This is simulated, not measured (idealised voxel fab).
process module | voxel gate over fins
cross-section cut | 255 nm wide | cells 5 nm
A cross-section is a grid of square cells, given in bands from the top down. A band is one or more rows of cells.
Each band's line starts with the height of the band's top and of its bottom, in nm. Then come its materials from left to right, each with its width in nm. One material with "throughout" fills the band from edge to edge. "air" is empty space.
Height 0 is the level under which the wafer as received is all one material. The lowest band goes on downwards, as in "0 down".
A width such as "30 to 40" changes by the same amount from each row of cells to the next, from the band's top row to its bottom row.
"no change" after a step means that no cell of the cross-section changed.
closed voids: empty space of 8 cells or more with no open way to the top, each as width x height at its distance from the left edge, in nm
after a step's settings: what the simulator itself notes on the step
overlay nm, on a step with a mask: how far to the right of its planned place the mask lay; to the left if negative
plan
1 op RECEIVE | material Si
2 op CONFORMAL_DEP | material SiN | thk nm 5
3 op MASKED_ETCH | tone cover | mask id FINS | width nm 15 | pitch nm 50 | etch materials SiN | depth nm 5 | overlay nm 0
4 op MASKED_ETCH | tone cover | mask id FINS | width nm 15 | pitch nm 50 | etch materials Si | depth nm 30 | overlay nm 0
5 op FILL_DEP | material SiO2 | thk nm 10
6 op CMP | height nm 5
7 op MASKED_ETCH | tone open | mask id RAIL | width nm 15 | etch materials SiO2 | depth nm 30 | overlay nm 0
8 op CONFORMAL_DEP | material TiN | thk nm 5
9 op FILL_DEP | material Ru | thk nm 5
10 op CMP | height nm 5
11 op SELECTIVE_ETCH | etch materials W Ru TiN | depth nm 20
12 op FILL_DEP | material SiO2 | thk nm 5
13 op CMP | height nm 5
14 op SELECTIVE_ETCH | etch materials SiO2 | depth nm 15
15 op STRIP | etch materials SiN
16 op CONFORMAL_DEP | material HfO2 | thk nm 5
17 op CONFORMAL_DEP | material TiN | thk nm 5
18 op CONFORMAL_DEP | material TiAl | thk nm 5
19 op CONFORMAL_DEP | material TiN | thk nm 5
20 op FILL_DEP | material W | thk nm 10
21 op CMP | height nm 25
22 op CONFORMAL_DEP | material SiCN | thk nm 5
first wafer, as planned
as received, after step 1
  0 down: Si throughout
  closed voids: none
after step 2
  5 to 0: SiN throughout
  below 0: unchanged
after step 3
  5 to 0: air 70 | SiN 15 | air 35 | SiN 15 | air 35 | SiN 15 | air 70
  below 0: unchanged
after step 4
  5 to 0: air 70 | SiN 15 | air 35 | SiN 15 | air 35 | SiN 15 | air 70
  0 to -30: air 70 | Si 15 | air 35 | Si 15 | air 35 | Si 15 | air 70
  below -30: unchanged
after step 5
  15 to 5: SiO2 throughout
  5 to 0: SiO2 70 | SiN 15 | SiO2 35 | SiN 15 | SiO2 35 | SiN 15 | SiO2 70
  0 to -30: SiO2 70 | Si 15 | SiO2 35 | Si 15 | SiO2 35 | Si 15 | SiO2 70
  below -30: unchanged
after step 6
  5 to 0: SiO2 70 | SiN 15 | SiO2 35 | SiN 15 | SiO2 35 | SiN 15 | SiO2 70
  below 0: unchanged
after step 7
  5 to 0: SiO2 70 | SiN 15 | SiO2 10 | air 15 | SiO2 10 | SiN 15 | SiO2 35 | SiN 15 | SiO2 70
  0 to -25: SiO2 70 | Si 15 | SiO2 10 | air 15 | SiO2 10 | Si 15 | SiO2 35 | Si 15 | SiO2 70
  below -25: unchanged
after step 8
  10 to 5: TiN 100 | air 5 | TiN 150
  5 to 0: SiO2 70 | SiN 15 | SiO2 10 | TiN 5 | air 5 | TiN 5 | SiO2 10 | SiN 15 | SiO2 35 | SiN 15 | SiO2 70
  0 to -20: SiO2 70 | Si 15 | SiO2 10 | TiN 5 | air 5 | TiN 5 | SiO2 10 | Si 15 | SiO2 35 | Si 15 | SiO2 70
  -20 to -25: SiO2 70 | Si 15 | SiO2 10 | TiN 15 | SiO2 10 | Si 15 | SiO2 35 | Si 15 | SiO2 70
  below -25: unchanged
after step 9
  15 to 10: Ru throughout
  10 to 5: TiN 100 | Ru 5 | TiN 150
  5 to 0: SiO2 70 | SiN 15 | SiO2 10 | TiN 5 | Ru 5 | TiN 5 | SiO2 10 | SiN 15 | SiO2 35 | SiN 15 | SiO2 70
  0 to -20: SiO2 70 | Si 15 | SiO2 10 | TiN 5 | Ru 5 | TiN 5 | SiO2 10 | Si 15 | SiO2 35 | Si 15 | SiO2 70
  below -20: unchanged
after step 10
  5 to 0: SiO2 70 | SiN 15 | SiO2 10 | TiN 5 | Ru 5 | TiN 5 | SiO2 10 | SiN 15 | SiO2 35 | SiN 15 | SiO2 70
  below 0: unchanged
after step 11
  5 to 0: SiO2 70 | SiN 15 | SiO2 10 | air 15 | SiO2 10 | SiN 15 | SiO2 35 | SiN 15 | SiO2 70
  0 to -15: SiO2 70 | Si 15 | SiO2 10 | air 15 | SiO2 10 | Si 15 | SiO2 35 | Si 15 | SiO2 70
  below -15: unchanged
after step 12
  10 to 5: SiO2 throughout
  5 to 0: SiO2 70 | SiN 15 | SiO2 35 | SiN 15 | SiO2 35 | SiN 15 | SiO2 70
  0 to -15: SiO2 70 | Si 15 | SiO2 35 | Si 15 | SiO2 35 | Si 15 | SiO2 70
  below -15: unchanged
after step 13
  5 to 0: SiO2 70 | SiN 15 | SiO2 35 | SiN 15 | SiO2 35 | SiN 15 | SiO2 70
  below 0: unchanged
after step 14
  5 to 0: air 70 | SiN 15 | air 35 | SiN 15 | air 35 | SiN 15 | air 70
  0 to -10: air 70 | Si 15 | air 35 | Si 15 | air 35 | Si 15 | air 70
  below -10: unchanged
after step 15
  0 to -10: air 70 | Si 15 | air 35 | Si 15 | air 35 | Si 15 | air 70
  below -10: unchanged
after step 16
  5 to 0: air 65 | HfO2 25 | air 25 | HfO2 25 | air 25 | HfO2 25 | air 65
  0 to -5: air 65 | HfO2 5 | Si 15 | HfO2 5 | air 25 | HfO2 5 | Si 15 | HfO2 5 | air 25 | HfO2 5 | Si 15 | HfO2 5 | air 65
  -5 to -10: HfO2 70 | Si 15 | HfO2 35 | Si 15 | HfO2 35 | Si 15 | HfO2 70
  below -10: unchanged
after step 17
  10 to 5: air 60 | TiN 35 | air 15 | TiN 35 | air 15 | TiN 35 | air 60
  5 to 0: air 60 | TiN 5 | HfO2 25 | TiN 5 | air 15 | TiN 5 | HfO2 25 | TiN 5 | air 15 | TiN 5 | HfO2 25 | TiN 5 | air 60
  0 to -5: TiN 65 | HfO2 5 | Si 15 | HfO2 5 | TiN 25 | HfO2 5 | Si 15 | HfO2 5 | TiN 25 | HfO2 5 | Si 15 | HfO2 5 | TiN 65
  below -5: unchanged
after step 18
  15 to 10: air 55 | TiAl 45 | air 5 | TiAl 45 | air 5 | TiAl 45 | air 55
  10 to 5: air 55 | TiAl 5 | TiN 35 | TiAl 5 | air 5 | TiAl 5 | TiN 35 | TiAl 5 | air 5 | TiAl 5 | TiN 35 | TiAl 5 | air 55
  5 to 0: TiAl 60 | TiN 5 | HfO2 25 | TiN 5 | TiAl 15 | TiN 5 | HfO2 25 | TiN 5 | TiAl 15 | TiN 5 | HfO2 25 | TiN 5 | TiAl 60
  below 0: unchanged
after step 19
  20 to 15: air 50 | TiN 155 | air 50
  15 to 10: air 50 | TiN 5 | TiAl 45 | TiN 5 | TiAl 45 | TiN 5 | TiAl 45 | TiN 5 | air 50
  10 to 5: TiN 55 | TiAl 5 | TiN 35 | TiAl 5 | TiN 5 | TiAl 5 | TiN 35 | TiAl 5 | TiN 5 | TiAl 5 | TiN 35 | TiAl 5 | TiN 55
  below 5: unchanged
after step 20
  30 to 20: W throughout
  20 to 15: W 50 | TiN 155 | W 50
  15 to 10: W 50 | TiN 5 | TiAl 45 | TiN 5 | TiAl 45 | TiN 5 | TiAl 45 | TiN 5 | W 50
  below 10: unchanged
after step 21
  25 to 20: W throughout
  below 20: unchanged
after step 22
  30 to 25: SiCN throughout
  below 25: unchanged
second wafer: like start, like plan, one mistake. Through step 13 it matches the first wafer
when step 14 should have ended
  5 to 0: SiO2 70 | air 15 | SiO2 35 | air 15 | SiO2 35 | air 15 | SiO2 70
  below 0: unchanged
when step 15 should have ended
  0 to -10: air 70 | Si 15 | air 35 | Si 15 | air 35 | Si 15 | air 70
  -10 to -15: SiO2 55 | air 15 | Si 15 | air 15 | SiO2 5 | air 15 | Si 15 | air 15 | SiO2 5 | air 15 | Si 15 | air 15 | SiO2 55
  below -15: unchanged
when step 16 should have ended
  5 to 0: air 65 | HfO2 25 | air 25 | HfO2 25 | air 25 | HfO2 25 | air 65
  0 to -5: air 65 | HfO2 5 | Si 15 | HfO2 5 | air 25 | HfO2 5 | Si 15 | HfO2 5 | air 25 | HfO2 5 | Si 15 | HfO2 5 | air 65
  -5 to -10: HfO2 60 | air 5 | HfO2 5 | Si 15 | HfO2 5 | air 5 | HfO2 15 | air 5 | HfO2 5 | Si 15 | HfO2 5 | air 5 | HfO2 15 | air 5 | HfO2 5 | Si 15 | HfO2 5 | air 5 | HfO2 60
  -10 to -15: SiO2 55 | HfO2 15 | Si 15 | HfO2 15 | SiO2 5 | HfO2 15 | Si 15 | HfO2 15 | SiO2 5 | HfO2 15 | Si 15 | HfO2 15 | SiO2 55
  below -15: unchanged
when step 17 should have ended
  10 to 5: air 60 | TiN 35 | air 15 | TiN 35 | air 15 | TiN 35 | air 60
  5 to 0: air 60 | TiN 5 | HfO2 25 | TiN 5 | air 15 | TiN 5 | HfO2 25 | TiN 5 | air 15 | TiN 5 | HfO2 25 | TiN 5 | air 60
  0 to -5: TiN 65 | HfO2 5 | Si 15 | HfO2 5 | TiN 25 | HfO2 5 | Si 15 | HfO2 5 | TiN 25 | HfO2 5 | Si 15 | HfO2 5 | TiN 65
  -5 to -10: HfO2 60 | TiN 5 | HfO2 5 | Si 15 | HfO2 5 | TiN 5 | HfO2 15 | TiN 5 | HfO2 5 | Si 15 | HfO2 5 | TiN 5 | HfO2 15 | TiN 5 | HfO2 5 | Si 15 | HfO2 5 | TiN 5 | HfO2 60
  below -10: unchanged
when step 18 should have ended
  15 to 10: air 55 | TiAl 45 | air 5 | TiAl 45 | air 5 | TiAl 45 | air 55
  10 to 5: air 55 | TiAl 5 | TiN 35 | TiAl 5 | air 5 | TiAl 5 | TiN 35 | TiAl 5 | air 5 | TiAl 5 | TiN 35 | TiAl 5 | air 55
  5 to 0: TiAl 60 | TiN 5 | HfO2 25 | TiN 5 | TiAl 15 | TiN 5 | HfO2 25 | TiN 5 | TiAl 15 | TiN 5 | HfO2 25 | TiN 5 | TiAl 60
  below 0: unchanged
when step 19 should have ended
  20 to 15: air 50 | TiN 155 | air 50
  15 to 10: air 50 | TiN 5 | TiAl 45 | TiN 5 | TiAl 45 | TiN 5 | TiAl 45 | TiN 5 | air 50
  10 to 5: TiN 55 | TiAl 5 | TiN 35 | TiAl 5 | TiN 5 | TiAl 5 | TiN 35 | TiAl 5 | TiN 5 | TiAl 5 | TiN 35 | TiAl 5 | TiN 55
  below 5: unchanged
when step 20 should have ended
  30 to 20: W throughout
  20 to 15: W 50 | TiN 155 | W 50
  15 to 10: W 50 | TiN 5 | TiAl 45 | TiN 5 | TiAl 45 | TiN 5 | TiAl 45 | TiN 5 | W 50
  below 10: unchanged
when step 21 should have ended
  25 to 20: W throughout
  below 20: unchanged
when step 22 should have ended
  30 to 25: SiCN throughout
  below 25: unchanged
what went wrong: steps 14 and 15 were swapped
at the end the second wafer has, in cells: 12 more of HfO2 | 18 fewer of SiO2 | 6 more of TiN
